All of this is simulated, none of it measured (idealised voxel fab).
The following process module bears the name voxel transistor to metal.
Cross-section cut: width 300 nm, square cells of 5 nm.
Cross-section = grid of square cells, listed top down in bands; band = one or more rows. What a band's entry tells you: where the top is and where the bottom is, as heights in nm, and after that what lies inside, material by material from left to right, each with its width in nm. Empty space is written as the word "empty", and a single material marked with the word "throughout" occupies the band from edge to edge. The level at which height equals 0 is the one under which the wafer, as it arrives, is entirely one material. No lower edge exists for the bottom band, which continues downward and is notated as in "top 0, no bottom". Graded width ("30..40"): value in top row of band = first number; value in bottom row = second number; row-to-row change constant. Any step labelled "no alterations made" changed none of the cells in the cross-section. Enclosed void entries: empty space of 8 cells or more with no open way to the top, each as width x height at its distance from the left edge, in nm. Note: text after step settings on the step line = simulator remark on that step. "overlay nm" answers the question of how far to the right of plan the mask lay on a step that has a mask, and when it is negative the answer is to the left. What follows is a series of pairs. Each pair shows a cross-section before one process step and the cross-section after it, and the after view is drawn only down to the lowest band that changed. Beneath each pair is the step that lies between the two, with its settings. Pairs may come from different runs of this module on the same starting wafer, so a pair continues from the one above it only where its entry headed "Pre-step snapshot" says so.

### Pre-step snapshot
> top 0, no bottom  Si throughout
> Enclosed void entries: none

### State After Step
> top 0, bottom -5  SiO2 throughout
> Nothing below the height -5 has changed.
> Enclosed void entries: none
What is the step between the two cross-sections above? OXIDIZE (depth nm 5)

Pre-step snapshot: Please consult the pair immediately above; the cross-section it shows after its step is the state before this step.

### State After Step
> top 10, bottom 0  SiN throughout
> Nothing below the height 0 has changed.
> Enclosed void entries: none
What is the step between the two cross-sections above? CONFORMAL_DEP (material SiN; thk nm 10)

Pre-step snapshot: Please consult the pair immediately above; the cross-section it shows after its step is the state before this step.

### State After Step
> top 10, bottom 0  empty: 25, SiN: 110, empty: 30, SiN: 110, empty: 25
> Nothing below the height 0 has changed.
> Enclosed void entries: none
What is the step between the two cross-sections above? MASKED_ETCH (tone cover; mask id ACTIVE; width nm 110; pitch nm 140; etch materials SiN; depth nm 10; overlay nm 0)

Pre-step snapshot: Please consult the pair immediately above; the cross-section it shows after its step is the state before this step.

### State After Step
> top 10, bottom 0  empty: 25, SiN: 110, empty: 30, SiN: 110, empty: 25
> top 0, bottom -5  empty: 25, SiO2: 110, empty: 30, SiO2: 110, empty: 25
> Nothing below the height -5 has changed.
> Enclosed void entries: none
What is the step between the two cross-sections above? MASKED_ETCH (tone cover; mask id ACTIVE; width nm 110; pitch nm 140; etch materials SiO2; depth nm 5; overlay nm 0)

Pre-step snapshot: Please consult the pair immediately above; the cross-section it shows after its step is the state before this step.

### State After Step
> top 10, bottom 0  empty: 25, SiN: 110, empty: 30, SiN: 110, empty: 25
> top 0, bottom -5  empty: 25, SiO2: 110, empty: 30, SiO2: 110, empty: 25
> top -5, bottom -40  empty: 25, Si: 110, empty: 30, Si: 110, empty: 25
> Nothing below the height -40 has changed.
> Enclosed void entries: none
What is the step between the two cross-sections above? MASKED_ETCH (tone cover; mask id ACTIVE; width nm 110; pitch nm 140; etch materials Si; depth nm 35; overlay nm 0)

Pre-step snapshot: Please consult the pair immediately above; the cross-section it shows after its step is the state before this step.

### State After Step
> top 25, bottom 10  SiO2 throughout
> top 10, bottom 0  SiO2: 25, SiN: 110, SiO2: 30, SiN: 110, SiO2: 25
> top 0, bottom -5  SiO2 throughout
> top -5, bottom -40  SiO2: 25, Si: 110, SiO2: 30, Si: 110, SiO2: 25
> Nothing below the height -40 has changed.
> Enclosed void entries: none
What is the step between the two cross-sections above? FILL_DEP (material SiO2; thk nm 15)

Pre-step snapshot: Please consult the pair immediately above; the cross-section it shows after its step is the state before this step.

### State After Step
> top 10, bottom 0  SiO2: 25, SiN: 110, SiO2: 30, SiN: 110, SiO2: 25
> Nothing below the height 0 has changed.
> Enclosed void entries: none
What is the step between the two cross-sections above? CMP (height nm 10)

Pre-step snapshot: Please consult the pair immediately above; the cross-section it shows after its step is the state before this step.

### State After Step
> top 10, bottom 0  empty: 25, SiN: 110, empty: 30, SiN: 110, empty: 25
> Nothing below the height 0 has changed.
> Enclosed void entries: none
What is the step between the two cross-sections above? SELECTIVE_ETCH (etch materials SiO2; depth nm 10)

Pre-step snapshot: Please consult the pair immediately above; the cross-section it shows after its step is the state before this step.

### State After Step
> top 0, bottom -5  SiO2 throughout
> Nothing below the height -5 has changed.
> Enclosed void entries: none
What is the step between the two cross-sections above? STRIP (etch materials SiN)

Pre-step snapshot: Please consult the pair immediately above; the cross-section it shows after its step is the state before this step.

### State After Step
> top -5, bottom -40  SiO2: 25, Si: 110, SiO2: 30, Si: 110, SiO2: 25
> Nothing below the height -40 has changed.
> Enclosed void entries: none
What is the step between the two cross-sections above? SELECTIVE_ETCH (etch materials SiO2; depth nm 5)

Pre-step snapshot: Please consult the pair immediately above; the cross-section it shows after its step is the state before this step.

### State After Step
> top -5, bottom -10  SiO2 throughout
> Nothing below the height -10 has changed.
> Enclosed void entries: none
What is the step between the two cross-sections above? OXIDIZE (depth nm 5)

Pre-step snapshot: Please consult the pair immediately above; the cross-section it shows after its step is the state before this step.

### State After Step
> top 25, bottom -5  polySi throughout
> Nothing below the height -5 has changed.
> Enclosed void entries: none
What is the step between the two cross-sections above? DIRECTIONAL_DEP (material polySi; thk nm 30)

Pre-step snapshot: Please consult the pair immediately above; the cross-section it shows after its step is the state before this step.

### State After Step
> top 40, bottom 25  SiCN throughout
> Nothing below the height 25 has changed.
> Enclosed void entries: none
What is the step between the two cross-sections above? DIRECTIONAL_DEP (material SiCN; thk nm 15)

Pre-step snapshot: Please consult the pair immediately above; the cross-section it shows after its step is the state before this step.

### State After Step
> top 55, bottom 40  empty: 70, resist: 20, empty: 120, resist: 20, empty: 70
> Nothing below the height 40 has changed.
> Enclosed void entries: none
What is the step between the two cross-sections above? PATTERN (tone cover; mask id GATE; material resist; width nm 20; pitch nm 140; thk nm 15; overlay nm 0)

Pre-step snapshot: Please consult the pair immediately above; the cross-section it shows after its step is the state before this step.

### State After Step
> top 55, bottom 40  empty: 70, resist: 20, empty: 120, resist: 20, empty: 70
> top 40, bottom 25  empty: 70, SiCN: 20, empty: 120, SiCN: 20, empty: 70
> Nothing below the height 25 has changed.
> Enclosed void entries: none
What is the step between the two cross-sections above? DIRECTIONAL_ETCH (etch materials SiCN; depth nm 25)

Pre-step snapshot: Please consult the pair immediately above; the cross-section it shows after its step is the state before this step.

### State After Step
> top 55, bottom 40  empty: 70, resist: 20, empty: 120, resist: 20, empty: 70
> top 40, bottom 25  empty: 70, SiCN: 20, empty: 120, SiCN: 20, empty: 70
> top 25, bottom -5  empty: 70, polySi: 20, empty: 120, polySi: 20, empty: 70
> Nothing below the height -5 has changed.
> Enclosed void entries: none
What is the step between the two cross-sections above? DIRECTIONAL_ETCH (etch materials polySi; depth nm 40)

Pre-step snapshot: Please consult the pair immediately above; the cross-section it shows after its step is the state before this step.

### State After Step
> top 40, bottom 25  empty: 70, SiCN: 20, empty: 120, SiCN: 20, empty: 70
> Nothing below the height 25 has changed.
> Enclosed void entries: none
What is the step between the two cross-sections above? STRIP (etch materials resist)

Pre-step snapshot: Please consult the pair immediately above; the cross-section it shows after its step is the state before this step.

### State After Step
> top 45, bottom 40  empty: 65, SiO2: 30, empty: 110, SiO2: 30, empty: 65
> top 40, bottom 25  empty: 65, SiO2: 5, SiCN: 20, SiO2: 5, empty: 110, SiO2: 5, SiCN: 20, SiO2: 5, empty: 65
> top 25, bottom 0  empty: 65, SiO2: 5, polySi: 20, SiO2: 5, empty: 110, SiO2: 5, polySi: 20, SiO2: 5, empty: 65
> top 0, bottom -5  SiO2: 70, polySi: 20, SiO2: 120, polySi: 20, SiO2: 70
> Nothing below the height -5 has changed.
> Enclosed void entries: none
What is the step between the two cross-sections above? CONFORMAL_DEP (material SiO2; thk nm 5)

Pre-step snapshot: Please consult the pair immediately above; the cross-section it shows after its step is the state before this step.

### State After Step
> top 40, bottom 25  empty: 65, SiO2: 5, SiCN: 20, SiO2: 5, empty: 110, SiO2: 5, SiCN: 20, SiO2: 5, empty: 65
> top 25, bottom -5  empty: 65, SiO2: 5, polySi: 20, SiO2: 5, empty: 110, SiO2: 5, polySi: 20, SiO2: 5, empty: 65
> Nothing below the height -5 has changed.
> Enclosed void entries: none
What is the step between the two cross-sections above? DIRECTIONAL_ETCH (etch materials SiO2; depth nm 5)

Pre-step snapshot: Please consult the pair immediately above; the cross-section it shows after its step is the state before this step.

### State After Step
> top 45, bottom 40  empty: 60, SiN: 40, empty: 100, SiN: 40, empty: 60
> top 40, bottom 25  empty: 60, SiN: 5, SiO2: 5, SiCN: 20, SiO2: 5, SiN: 5, empty: 100, SiN: 5, SiO2: 5, SiCN: 20, SiO2: 5, SiN: 5, empty: 60
> top 25, bottom 0  empty: 60, SiN: 5, SiO2: 5, polySi: 20, SiO2: 5, SiN: 5, empty: 100, SiN: 5, SiO2: 5, polySi: 20, SiO2: 5, SiN: 5, empty: 60
> top 0, bottom -5  SiN: 65, SiO2: 5, polySi: 20, SiO2: 5, SiN: 110, SiO2: 5, polySi: 20, SiO2: 5, SiN: 65
> Nothing below the height -5 has changed.
> Enclosed void entries: none
What is the step between the two cross-sections above? CONFORMAL_DEP (material SiN; thk nm 5)

Pre-step snapshot: Please consult the pair immediately above; the cross-section it shows after its step is the state before this step.

### State After Step
> top 40, bottom 25  empty: 60, SiN: 5, SiO2: 5, SiCN: 20, SiO2: 5, SiN: 5, empty: 100, SiN: 5, SiO2: 5, SiCN: 20, SiO2: 5, SiN: 5, empty: 60
> top 25, bottom -5  empty: 60, SiN: 5, SiO2: 5, polySi: 20, SiO2: 5, SiN: 5, empty: 100, SiN: 5, SiO2: 5, polySi: 20, SiO2: 5, SiN: 5, empty: 60
> Nothing below the height -5 has changed.
> Enclosed void entries: none
What is the step between the two cross-sections above? DIRECTIONAL_ETCH (etch materials SiN; depth nm 5)

Pre-step snapshot: Please consult the pair immediately above; the cross-section it shows after its step is the state before this step.

### State After Step
> top 40, bottom 35  empty: 60, SiN: 5, empty: 5, SiCN: 20, empty: 5, SiN: 5, empty: 100, SiN: 5, empty: 5, SiCN: 20, empty: 5, SiN: 5, empty: 60
> top 35, bottom 25  empty: 60, SiN: 5, SiO2: 5, SiCN: 20, SiO2: 5, SiN: 5, empty: 100, SiN: 5, SiO2: 5, SiCN: 20, SiO2: 5, SiN: 5, empty: 60
> top 25, bottom -5  empty: 60, SiN: 5, SiO2: 5, polySi: 20, SiO2: 5, SiN: 5, empty: 100, SiN: 5, SiO2: 5, polySi: 20, SiO2: 5, SiN: 5, empty: 60
> top -5, bottom -10  empty: 60, SiO2: 40, empty: 100, SiO2: 40, empty: 60
> Nothing below the height -10 has changed.
> Enclosed void entries: none
What is the step between the two cross-sections above? DIRECTIONAL_ETCH (etch materials SiO2; depth nm 5)

Pre-step snapshot: Please consult the pair immediately above; the cross-section it shows after its step is the state before this step.

### State After Step
> top 40, bottom 35  empty: 60, SiN: 5, empty: 5, SiCN: 20, empty: 5, SiN: 5, empty: 100, SiN: 5, empty: 5, SiCN: 20, empty: 5, SiN: 5, empty: 60
> top 35, bottom 25  empty: 60, SiN: 5, SiO2: 5, SiCN: 20, SiO2: 5, SiN: 5, empty: 100, SiN: 5, SiO2: 5, SiCN: 20, SiO2: 5, SiN: 5, empty: 60
> top 25, bottom -5  empty: 60, SiN: 5, SiO2: 5, polySi: 20, SiO2: 5, SiN: 5, empty: 100, SiN: 5, SiO2: 5, polySi: 20, SiO2: 5, SiN: 5, empty: 60
> top -5, bottom -10  empty: 60, SiO2: 40, empty: 100, SiO2: 40, empty: 60
> top -10, bottom -25  SiO2: 25, empty: 35, Si: 40, empty: 35, SiO2: 30, empty: 35, Si: 40, empty: 35, SiO2: 25
> Nothing below the height -25 has changed.
> Enclosed void entries: none
What is the step between the two cross-sections above? DIRECTIONAL_ETCH (etch materials Si; depth nm 15)

Pre-step snapshot: Please consult the pair immediately above; the cross-section it shows after its step is the state before this step.

### State After Step
> top 40, bottom 35  empty: 60, SiN: 5, empty: 5, SiCN: 20, empty: 5, SiN: 5, empty: 100, SiN: 5, empty: 5, SiCN: 20, empty: 5, SiN: 5, empty: 60
> top 35, bottom 25  empty: 60, SiN: 5, SiO2: 5, SiCN: 20, SiO2: 5, SiN: 5, empty: 100, SiN: 5, SiO2: 5, SiCN: 20, SiO2: 5, SiN: 5, empty: 60
> top 25, bottom 5  empty: 60, SiN: 5, SiO2: 5, polySi: 20, SiO2: 5, SiN: 5, empty: 100, SiN: 5, SiO2: 5, polySi: 20, SiO2: 5, SiN: 5, empty: 60
> top 5, bottom -5  empty: 45, pSi: 15, SiN: 5, SiO2: 5, polySi: 20, SiO2: 5, SiN: 5, pSi: 15, empty: 70, pSi: 15, SiN: 5, SiO2: 5, polySi: 20, SiO2: 5, SiN: 5, pSi: 15, empty: 45
> top -5, bottom -10  empty: 45, pSi: 15, SiO2: 40, pSi: 15, empty: 70, pSi: 15, SiO2: 40, pSi: 15, empty: 45
> top -10, bottom -25  SiO2: 25, pSi: 35, Si: 40, pSi: 35, SiO2: 30, pSi: 35, Si: 40, pSi: 35, SiO2: 25
> Nothing below the height -25 has changed.
> Enclosed void entries: none
What is the step between the two cross-sections above? EPI (material pSi; thk nm 15)

Pre-step snapshot: Please consult the pair immediately above; the cross-section it shows after its step is the state before this step.

### State After Step
> top 45, bottom 40  SiO2 throughout
> top 40, bottom 25  SiO2: 60, SiN: 5, SiO2: 5, SiCN: 20, SiO2: 5, SiN: 5, SiO2: 100, SiN: 5, SiO2: 5, SiCN: 20, SiO2: 5, SiN: 5, SiO2: 60
> top 25, bottom 5  SiO2: 60, SiN: 5, SiO2: 5, polySi: 20, SiO2: 5, SiN: 5, SiO2: 100, SiN: 5, SiO2: 5, polySi: 20, SiO2: 5, SiN: 5, SiO2: 60
> top 5, bottom -5  SiO2: 45, pSi: 15, SiN: 5, SiO2: 5, polySi: 20, SiO2: 5, SiN: 5, pSi: 15, SiO2: 70, pSi: 15, SiN: 5, SiO2: 5, polySi: 20, SiO2: 5, SiN: 5, pSi: 15, SiO2: 45
> top -5, bottom -10  SiO2: 45, pSi: 15, SiO2: 40, pSi: 15, SiO2: 70, pSi: 15, SiO2: 40, pSi: 15, SiO2: 45
> Nothing below the height -10 has changed.
> Enclosed void entries: none
What is the step between the two cross-sections above? FILL_DEP (material SiO2; thk nm 5)

Pre-step snapshot: Please consult the pair immediately above; the cross-section it shows after its step is the state before this step.

### State After Step
> top 40, bottom 25  SiO2: 60, SiN: 5, SiO2: 5, SiCN: 20, SiO2: 5, SiN: 5, SiO2: 100, SiN: 5, SiO2: 5, SiCN: 20, SiO2: 5, SiN: 5, SiO2: 60
> Nothing below the height 25 has changed.
> Enclosed void entries: none
What is the step between the two cross-sections above? CMP (height nm 40)

Pre-step snapshot: Please consult the pair immediately above; the cross-section it shows after its step is the state before this step.

### State After Step
> top 50, bottom 40  SiO2 throughout
> Nothing below the height 40 has changed.
> Enclosed void entries: none
What is the step between the two cross-sections above? DIRECTIONAL_DEP (material SiO2; thk nm 10)

Pre-step snapshot: Please consult the pair immediately above; the cross-section it shows after its step is the state before this step.

### State After Step
> top 50, bottom 40  SiO2: 35, empty: 20, SiO2: 50, empty: 20, SiO2: 50, empty: 20, SiO2: 50, empty: 20, SiO2: 35
> top 40, bottom 25  SiO2: 35, empty: 20, SiO2: 5, SiN: 5, SiO2: 5, SiCN: 20, SiO2: 5, SiN: 5, SiO2: 5, empty: 20, SiO2: 50, empty: 20, SiO2: 5, SiN: 5, SiO2: 5, SiCN: 20, SiO2: 5, SiN: 5, SiO2: 5, empty: 20, SiO2: 35
> top 25, bottom 5  SiO2: 35, empty: 20, SiO2: 5, SiN: 5, SiO2: 5, polySi: 20, SiO2: 5, SiN: 5, SiO2: 5, empty: 20, SiO2: 50, empty: 20, SiO2: 5, SiN: 5, SiO2: 5, polySi: 20, SiO2: 5, SiN: 5, SiO2: 5, empty: 20, SiO2: 35
> top 5, bottom -5  SiO2: 35, empty: 10, pSi: 15, SiN: 5, SiO2: 5, polySi: 20, SiO2: 5, SiN: 5, pSi: 15, empty: 10, SiO2: 50, empty: 10, pSi: 15, SiN: 5, SiO2: 5, polySi: 20, SiO2: 5, SiN: 5, pSi: 15, empty: 10, SiO2: 35
> top -5, bottom -10  SiO2: 35, empty: 10, pSi: 15, SiO2: 40, pSi: 15, empty: 10, SiO2: 50, empty: 10, pSi: 15, SiO2: 40, pSi: 15, empty: 10, SiO2: 35
> Nothing below the height -10 has changed.
> Enclosed void entries: none
What is the step between the two cross-sections above? MASKED_ETCH (tone open; mask id CONTACT; width nm 20; pitch nm 70; etch materials SiO2; depth nm 60; overlay nm 0)

Pre-step snapshot: Please consult the pair immediately above; the cross-section it shows after its step is the state before this step.

### State After Step
> top 55, bottom 50  TiN: 40, empty: 10, TiN: 60, empty: 10, TiN: 60, empty: 10, TiN: 60, empty: 10, TiN: 40
> top 50, bottom 40  SiO2: 35, TiN: 5, empty: 10, TiN: 5, SiO2: 50, TiN: 5, empty: 10, TiN: 5, SiO2: 50, TiN: 5, empty: 10, TiN: 5, SiO2: 50, TiN: 5, empty: 10, TiN: 5, SiO2: 35
> top 40, bottom 25  SiO2: 35, TiN: 5, empty: 10, TiN: 5, SiO2: 5, SiN: 5, SiO2: 5, SiCN: 20, SiO2: 5, SiN: 5, SiO2: 5, TiN: 5, empty: 10, TiN: 5, SiO2: 50, TiN: 5, empty: 10, TiN: 5, SiO2: 5, SiN: 5, SiO2: 5, SiCN: 20, SiO2: 5, SiN: 5, SiO2: 5, TiN: 5, empty: 10, TiN: 5, SiO2: 35
> top 25, bottom 10  SiO2: 35, TiN: 5, empty: 10, TiN: 5, SiO2: 5, SiN: 5, SiO2: 5, polySi: 20, SiO2: 5, SiN: 5, SiO2: 5, TiN: 5, empty: 10, TiN: 5, SiO2: 50, TiN: 5, empty: 10, TiN: 5, SiO2: 5, SiN: 5, SiO2: 5, polySi: 20, SiO2: 5, SiN: 5, SiO2: 5, TiN: 5, empty: 10, TiN: 5, SiO2: 35
> top 10, bottom 5  SiO2: 35, TiN: 20, SiO2: 5, SiN: 5, SiO2: 5, polySi: 20, SiO2: 5, SiN: 5, SiO2: 5, TiN: 20, SiO2: 50, TiN: 20, SiO2: 5, SiN: 5, SiO2: 5, polySi: 20, SiO2: 5, SiN: 5, SiO2: 5, TiN: 20, SiO2: 35
> top 5, bottom -5  SiO2: 35, TiN: 10, pSi: 15, SiN: 5, SiO2: 5, polySi: 20, SiO2: 5, SiN: 5, pSi: 15, TiN: 10, SiO2: 50, TiN: 10, pSi: 15, SiN: 5, SiO2: 5, polySi: 20, SiO2: 5, SiN: 5, pSi: 15, TiN: 10, SiO2: 35
> top -5, bottom -10  SiO2: 35, TiN: 10, pSi: 15, SiO2: 40, pSi: 15, TiN: 10, SiO2: 50, TiN: 10, pSi: 15, SiO2: 40, pSi: 15, TiN: 10, SiO2: 35
> Nothing below the height -10 has changed.
> Enclosed void entries: none
What is the step between the two cross-sections above? CONFORMAL_DEP (material TiN; thk nm 5)

Pre-step snapshot: Please consult the pair immediately above; the cross-section it shows after its step is the state before this step.

### State After Step
> top 60, bottom 55  W throughout
> top 55, bottom 50  TiN: 40, W: 10, TiN: 60, W: 10, TiN: 60, W: 10, TiN: 60, W: 10, TiN: 40
> top 50, bottom 40  SiO2: 35, TiN: 5, W: 10, TiN: 5, SiO2: 50, TiN: 5, W: 10, TiN: 5, SiO2: 50, TiN: 5, W: 10, TiN: 5, SiO2: 50, TiN: 5, W: 10, TiN: 5, SiO2: 35
> top 40, bottom 25  SiO2: 35, TiN: 5, W: 10, TiN: 5, SiO2: 5, SiN: 5, SiO2: 5, SiCN: 20, SiO2: 5, SiN: 5, SiO2: 5, TiN: 5, W: 10, TiN: 5, SiO2: 50, TiN: 5, W: 10, TiN: 5, SiO2: 5, SiN: 5, SiO2: 5, SiCN: 20, SiO2: 5, SiN: 5, SiO2: 5, TiN: 5, W: 10, TiN: 5, SiO2: 35
> top 25, bottom 10  SiO2: 35, TiN: 5, W: 10, TiN: 5, SiO2: 5, SiN: 5, SiO2: 5, polySi: 20, SiO2: 5, SiN: 5, SiO2: 5, TiN: 5, W: 10, TiN: 5, SiO2: 50, TiN: 5, W: 10, TiN: 5, SiO2: 5, SiN: 5, SiO2: 5, polySi: 20, SiO2: 5, SiN: 5, SiO2: 5, TiN: 5, W: 10, TiN: 5, SiO2: 35
> Nothing below the height 10 has changed.
> Enclosed void entries: none
What is the step between the two cross-sections above? FILL_DEP (material W; thk nm 5)

Pre-step snapshot: Please consult the pair immediately above; the cross-section it shows after its step is the state before this step.

### State After Step
> top 50, bottom 40  SiO2: 35, TiN: 5, W: 10, TiN: 5, SiO2: 50, TiN: 5, W: 10, TiN: 5, SiO2: 50, TiN: 5, W: 10, TiN: 5, SiO2: 50, TiN: 5, W: 10, TiN: 5, SiO2: 35
> Nothing below the height 40 has changed.
> Enclosed void entries: none
What is the step between the two cross-sections above? CMP (height nm 50)

Pre-step snapshot: Please consult the pair immediately above; the cross-section it shows after its step is the state before this step.

### State After Step
> top 55, bottom 50  SiCN throughout
> Nothing below the height 50 has changed.
> Enclosed void entries: none
What is the step between the two cross-sections above? CONFORMAL_DEP (material SiCN; thk nm 5)

Pre-step snapshot: Please consult the pair immediately above; the cross-section it shows after its step is the state before this step.

### State After Step
> top 80, bottom 55  SiO2 throughout
> Nothing below the height 55 has changed.
> Enclosed void entries: none
What is the step between the two cross-sections above? DIRECTIONAL_DEP (material SiO2; thk nm 25)

Pre-step snapshot: Please consult the pair immediately above; the cross-section it shows after its step is the state before this step.

### State After Step
> top 80, bottom 55  SiO2: 35, empty: 20, SiO2: 50, empty: 20, SiO2: 50, empty: 20, SiO2: 50, empty: 20, SiO2: 35
> Nothing below the height 55 has changed.
> Enclosed void entries: none
What is the step between the two cross-sections above? MASKED_ETCH (tone open; mask id METAL_1; width nm 20; pitch nm 70; etch materials SiO2; depth nm 25; overlay nm 0)

Pre-step snapshot: Please consult the pair immediately above; the cross-section it shows after its step is the state before this step.

### State After Step
> top 80, bottom 55  SiO2: 35, empty: 20, SiO2: 50, empty: 20, SiO2: 50, empty: 20, SiO2: 50, empty: 20, SiO2: 35
> top 55, bottom 50  SiCN: 35, empty: 20, SiCN: 50, empty: 20, SiCN: 50, empty: 20, SiCN: 50, empty: 20, SiCN: 35
> Nothing below the height 50 has changed.
> Enclosed void entries: none
What is the step between the two cross-sections above? MASKED_ETCH (tone open; mask id METAL_1; width nm 20; pitch nm 70; etch materials SiCN; depth nm 5; overlay nm 0)

Pre-step snapshot: Please consult the pair immediately above; the cross-section it shows after its step is the state before this step.

### State After Step
> top 85, bottom 80  TiN: 40, empty: 10, TiN: 60, empty: 10, TiN: 60, empty: 10, TiN: 60, empty: 10, TiN: 40
> top 80, bottom 55  SiO2: 35, TiN: 5, empty: 10, TiN: 5, SiO2: 50, TiN: 5, empty: 10, TiN: 5, SiO2: 50, TiN: 5, empty: 10, TiN: 5, SiO2: 50, TiN: 5, empty: 10, TiN: 5, SiO2: 35
> top 55, bottom 50  SiCN: 35, TiN: 20, SiCN: 50, TiN: 20, SiCN: 50, TiN: 20, SiCN: 50, TiN: 20, SiCN: 35
> Nothing below the height 50 has changed.
> Enclosed void entries: none
What is the step between the two cross-sections above? CONFORMAL_DEP (material TiN; thk nm 5)

Pre-step snapshot: Please consult the pair immediately above; the cross-section it shows after its step is the state before this step.

### State After Step
> top 95, bottom 85  Cu throughout
> top 85, bottom 80  TiN: 40, Cu: 10, TiN: 60, Cu: 10, TiN: 60, Cu: 10, TiN: 60, Cu: 10, TiN: 40
> top 80, bottom 55  SiO2: 35, TiN: 5, Cu: 10, TiN: 5, SiO2: 50, TiN: 5, Cu: 10, TiN: 5, SiO2: 50, TiN: 5, Cu: 10, TiN: 5, SiO2: 50, TiN: 5, Cu: 10, TiN: 5, SiO2: 35
> Nothing below the height 55 has changed.
> Enclosed void entries: none
What is the step between the two cross-sections above? FILL_DEP (material Cu; thk nm 10)

Pre-step snapshot: Please consult the pair immediately above; the cross-section it shows after its step is the state before this step.

### State After Step
> top 80, bottom 55  SiO2: 35, TiN: 5, Cu: 10, TiN: 5, SiO2: 50, TiN: 5, Cu: 10, TiN: 5, SiO2: 50, TiN: 5, Cu: 10, TiN: 5, SiO2: 50, TiN: 5, Cu: 10, TiN: 5, SiO2: 35
> Nothing below the height 55 has changed.
> Enclosed void entries: none
What is the step between the two cross-sections above? CMP (height nm 80)

Pre-step snapshot: Please consult the pair immediately above; the cross-section it shows after its step is the state before this step.

### State After Step
> top 85, bottom 80  empty: 30, Ru: 30, empty: 40, Ru: 30, empty: 40, Ru: 30, empty: 40, Ru: 30, empty: 30
> Nothing below the height 80 has changed.
> Enclosed void entries: none
What is the step between the two cross-sections above? EPI (material Ru; thk nm 5)

Pre-step snapshot: Please consult the pair immediately above; the cross-section it shows after its step is the state before this step.

### State After Step
> top 90, bottom 85  SiCN throughout
> top 85, bottom 80  SiCN: 30, Ru: 30, SiCN: 40, Ru: 30, SiCN: 40, Ru: 30, SiCN: 40, Ru: 30, SiCN: 30
> Nothing below the height 80 has changed.
> Enclosed void entries: none
What is the step between the two cross-sections above? FILL_DEP (material SiCN; thk nm 5)

### Pre-step snapshot
> top 40, bottom 25  empty: 65, SiO2: 5, SiCN: 20, SiO2: 5, empty: 110, SiO2: 5, SiCN: 20, SiO2: 5, empty: 65
> top 25, bottom -5  empty: 65, SiO2: 5, polySi: 20, SiO2: 5, empty: 110, SiO2: 5, polySi: 20, SiO2: 5, empty: 65
> top -5, bottom -10  SiO2 throughout
> top -10, bottom -40  SiO2: 25, Si: 110, SiO2: 30, Si: 110, SiO2: 25
> top -40, no bottom  Si throughout
> Enclosed void entries: none

### State After Step
> top 40, bottom 35  empty: 70, SiCN: 20, empty: 120, SiCN: 20, empty: 70
> top 35, bottom 25  empty: 65, SiO2: 5, SiCN: 20, SiO2: 5, empty: 110, SiO2: 5, SiCN: 20, SiO2: 5, empty: 65
> top 25, bottom -5  empty: 65, SiO2: 5, polySi: 20, SiO2: 5, empty: 110, SiO2: 5, polySi: 20, SiO2: 5, empty: 65
> top -5, bottom -10  empty: 65, SiO2: 30, empty: 110, SiO2: 30, empty: 65
> Nothing below the height -10 has changed.
> Enclosed void entries: none
What is the step between the two cross-sections above? DIRECTIONAL_ETCH (etch materials SiO2; depth nm 5)

Pre-step snapshot: Please consult the pair immediately above; the cross-section it shows after its step is the state before this step.

### State After Step
> top 40, bottom 35  empty: 70, SiCN: 20, empty: 120, SiCN: 20, empty: 70
> top 35, bottom 25  empty: 65, SiO2: 5, SiCN: 20, SiO2: 5, empty: 110, SiO2: 5, SiCN: 20, SiO2: 5, empty: 65
> top 25, bottom -5  empty: 65, SiO2: 5, polySi: 20, SiO2: 5, empty: 110, SiO2: 5, polySi: 20, SiO2: 5, empty: 65
> top -5, bottom -10  empty: 65, SiO2: 30, empty: 110, SiO2: 30, empty: 65
> top -10, bottom -25  SiO2: 25, empty: 40, Si: 30, empty: 40, SiO2: 30, empty: 40, Si: 30, empty: 40, SiO2: 25
> Nothing below the height -25 has changed.
> Enclosed void entries: none
What is the step between the two cross-sections above? DIRECTIONAL_ETCH (etch materials Si; depth nm 15)

Pre-step snapshot: Please consult the pair immediately above; the cross-section it shows after its step is the state before this step.

### State After Step
> top 40, bottom 35  empty: 70, SiCN: 20, empty: 120, SiCN: 20, empty: 70
> top 35, bottom 25  empty: 65, SiO2: 5, SiCN: 20, SiO2: 5, empty: 110, SiO2: 5, SiCN: 20, SiO2: 5, empty: 65
> top 25, bottom 5  empty: 65, SiO2: 5, polySi: 20, SiO2: 5, empty: 110, SiO2: 5, polySi: 20, SiO2: 5, empty: 65
> top 5, bottom -5  empty: 50, pSi: 15, SiO2: 5, polySi: 20, SiO2: 5, pSi: 15, empty: 80, pSi: 15, SiO2: 5, polySi: 20, SiO2: 5, pSi: 15, empty: 50
> top -5, bottom -10  empty: 50, pSi: 15, SiO2: 30, pSi: 15, empty: 80, pSi: 15, SiO2: 30, pSi: 15, empty: 50
> top -10, bottom -25  SiO2: 25, pSi: 40, Si: 30, pSi: 40, SiO2: 30, pSi: 40, Si: 30, pSi: 40, SiO2: 25
> Nothing below the height -25 has changed.
> Enclosed void entries: none
What is the step between the two cross-sections above? EPI (material pSi; thk nm 15)

Pre-step snapshot: Please consult the pair immediately above; the cross-section it shows after its step is the state before this step.

### State After Step
> top 45, bottom 40  SiO2 throughout
> top 40, bottom 25  SiO2: 70, SiCN: 20, SiO2: 120, SiCN: 20, SiO2: 70
> top 25, bottom 5  SiO2: 70, polySi: 20, SiO2: 120, polySi: 20, SiO2: 70
> top 5, bottom -5  SiO2: 50, pSi: 15, SiO2: 5, polySi: 20, SiO2: 5, pSi: 15, SiO2: 80, pSi: 15, SiO2: 5, polySi: 20, SiO2: 5, pSi: 15, SiO2: 50
> top -5, bottom -10  SiO2: 50, pSi: 15, SiO2: 30, pSi: 15, SiO2: 80, pSi: 15, SiO2: 30, pSi: 15, SiO2: 50
> Nothing below the height -10 has changed.
> Enclosed void entries: none
What is the step between the two cross-sections above? FILL_DEP (material SiO2; thk nm 5)

Pre-step snapshot: Please consult the pair immediately above; the cross-section it shows after its step is the state before this step.

### State After Step
> top 40, bottom 25  SiO2: 70, SiCN: 20, SiO2: 120, SiCN: 20, SiO2: 70
> Nothing below the height 25 has changed.
> Enclosed void entries: none
What is the step between the two cross-sections above? CMP (height nm 40)

Pre-step snapshot: Please consult the pair immediately above; the cross-section it shows after its step is the state before this step.

### State After Step
> top 50, bottom 40  SiO2 throughout
> Nothing below the height 40 has changed.
> Enclosed void entries: none
What is the step between the two cross-sections above? DIRECTIONAL_DEP (material SiO2; thk nm 10)
